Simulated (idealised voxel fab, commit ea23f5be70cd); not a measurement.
This is a process module. Its name is voxel plated lines.
In the cross-section labelled cut, the width is 235 nm and each square cell is 5 nm.
Heads up, the way a cross-section reads in here is a grid of square cells, handed over as bands from the top down, with every band being one or more rows of cells. A band entry consists of two parts. The first gives the height of the band's top and the height of its bottom, in nm. The rest lists the band's materials from left to right, each with its width in nm. A single material labelled with the word "everywhere" fills the band from edge to edge, and the word "blank" marks empty space. Height is counted from the level 0, under which the received wafer is composed throughout of one material. The lowest of the bands is not closed at the bottom but continues downward, in the notation "from 0 down". Graded width ("30 to 40"): value in top row of band = first number; value in bottom row = second number; row-to-row change constant. "remains unaltered" for a step: no cell of the cross-section changed in that step. In "Completely enclosed voids" the enclosed voids are listed, meaning empty spaces of 8 cells or larger without any opening to the top. The form is width x height at distance, distance from the left edge, units nm. Read whatever lies past the settings on a step's line as the simulator's own remark about the step. The setting "overlay nm" may be written on the line of a step. When the step uses a mask, the value reports how far to the right of the planned place the mask lay, and a negative value reports that it lay to the left.
## Process steps (planned)
1) op RECEIVE | material Si
2) op CONFORMAL_DEP | material Al2O3 | thk nm 5
3) op DIRECTIONAL_DEP | material TiN | thk nm 5
4) op PATTERN | tone open | mask id LINES | material resist | width nm 25 | pitch nm 55 | thk nm 30 | overlay nm 0
5) op EPI | material Ru | thk nm 5
6) op EPI | material Ru | thk nm 5
7) op STRIP | etch materials resist
8) op DIRECTIONAL_ETCH | etch materials TiN | depth nm 5
9) op CONFORMAL_DEP | material SiN | thk nm 10
## First wafer, two in total, run as planned
## Wafer at receipt (post step 1), cross-section
from 0 down: Si everywhere
Completely enclosed voids: none
## Cross-sectional representation of the wafer at the conclusion of step 2
from 5 to 0: Al2O3 everywhere
All layers under 0 are left as they were.
## Cross-sectional representation of the wafer at the conclusion of step 3
from 10 to 5: TiN everywhere
All layers under 5 are left as they were.
## Cross-sectional representation of the wafer at the conclusion of step 4
from 40 to 10: 20 of resist, 25 of blank, 30 of resist, 25 of blank, 30 of resist, 25 of blank, 30 of resist, 25 of blank, 25 of resist
All layers under 10 are left as they were.
## Cross-sectional representation of the wafer at the conclusion of step 5
from 40 to 15: 20 of resist, 25 of blank, 30 of resist, 25 of blank, 30 of resist, 25 of blank, 30 of resist, 25 of blank, 25 of resist
from 15 to 10: 20 of resist, 25 of Ru, 30 of resist, 25 of Ru, 30 of resist, 25 of Ru, 30 of resist, 25 of Ru, 25 of resist
All layers under 10 are left as they were.
## Cross-sectional representation of the wafer at the conclusion of step 6
from 40 to 20: 20 of resist, 25 of blank, 30 of resist, 25 of blank, 30 of resist, 25 of blank, 30 of resist, 25 of blank, 25 of resist
from 20 to 10: 20 of resist, 25 of Ru, 30 of resist, 25 of Ru, 30 of resist, 25 of Ru, 30 of resist, 25 of Ru, 25 of resist
All layers under 10 are left as they were.
## Cross-sectional representation of the wafer at the conclusion of step 7
from 20 to 10: 20 of blank, 25 of Ru, 30 of blank, 25 of Ru, 30 of blank, 25 of Ru, 30 of blank, 25 of Ru, 25 of blank
All layers under 10 are left as they were.
## Cross-sectional representation of the wafer at the conclusion of step 8
from 20 to 10: 20 of blank, 25 of Ru, 30 of blank, 25 of Ru, 30 of blank, 25 of Ru, 30 of blank, 25 of Ru, 25 of blank
from 10 to 5: 20 of blank, 25 of TiN, 30 of blank, 25 of TiN, 30 of blank, 25 of TiN, 30 of blank, 25 of TiN, 25 of blank
All layers under 5 are left as they were.
## Cross-sectional representation of the wafer at the conclusion of step 9
from 30 to 20: 10 of blank, 45 of SiN, 10 of blank, 45 of SiN, 10 of blank, 45 of SiN, 10 of blank, 45 of SiN, 15 of blank
from 20 to 15: 10 of blank, 10 of SiN, 25 of Ru, 10 of SiN, 10 of blank, 10 of SiN, 25 of Ru, 10 of SiN, 10 of blank, 10 of SiN, 25 of Ru, 10 of SiN, 10 of blank, 10 of SiN, 25 of Ru, 10 of SiN, 15 of blank
from 15 to 10: 20 of SiN, 25 of Ru, 30 of SiN, 25 of Ru, 30 of SiN, 25 of Ru, 30 of SiN, 25 of Ru, 25 of SiN
from 10 to 5: 20 of SiN, 25 of TiN, 30 of SiN, 25 of TiN, 30 of SiN, 25 of TiN, 30 of SiN, 25 of TiN, 25 of SiN
All layers under 5 are left as they were.
## Second wafer. Start and plan as for the first. One mistake made in running. Agrees with the first up to and including step 7
## Second wafer, cross-section, planned end of step 8
from 20 to 10: 20 of blank, 25 of Ru, 30 of blank, 25 of Ru, 30 of blank, 25 of Ru, 30 of blank, 25 of Ru, 25 of blank
from 10 to 5: 20 of blank, 25 of TiN, 30 of blank, 25 of TiN, 30 of blank, 25 of TiN, 30 of blank, 25 of TiN, 25 of blank
All layers under 5 are left as they were.
## Second wafer, cross-section, planned end of step 9
from 30 to 20: 10 of blank, 45 of SiN, 10 of blank, 45 of SiN, 10 of blank, 45 of SiN, 10 of blank, 45 of SiN, 15 of blank
from 20 to 15: 10 of blank, 10 of SiN, 25 of Ru, 10 of SiN, 10 of blank, 10 of SiN, 25 of Ru, 10 of SiN, 10 of blank, 10 of SiN, 25 of Ru, 10 of SiN, 10 of blank, 10 of SiN, 25 of Ru, 10 of SiN, 15 of blank
from 15 to 10: 20 of SiN, 25 of Ru, 30 of SiN, 25 of Ru, 30 of SiN, 25 of Ru, 30 of SiN, 25 of Ru, 25 of SiN
from 10 to 5: 20 of SiN, 25 of TiN, 30 of SiN, 25 of TiN, 30 of SiN, 25 of TiN, 30 of SiN, 25 of TiN, 25 of SiN
All layers under 5 are left as they were.
Misprocessing identified: step 8 of the plan was executed twice over
at the end the two cross-sections are the same: no effect in what this model computes
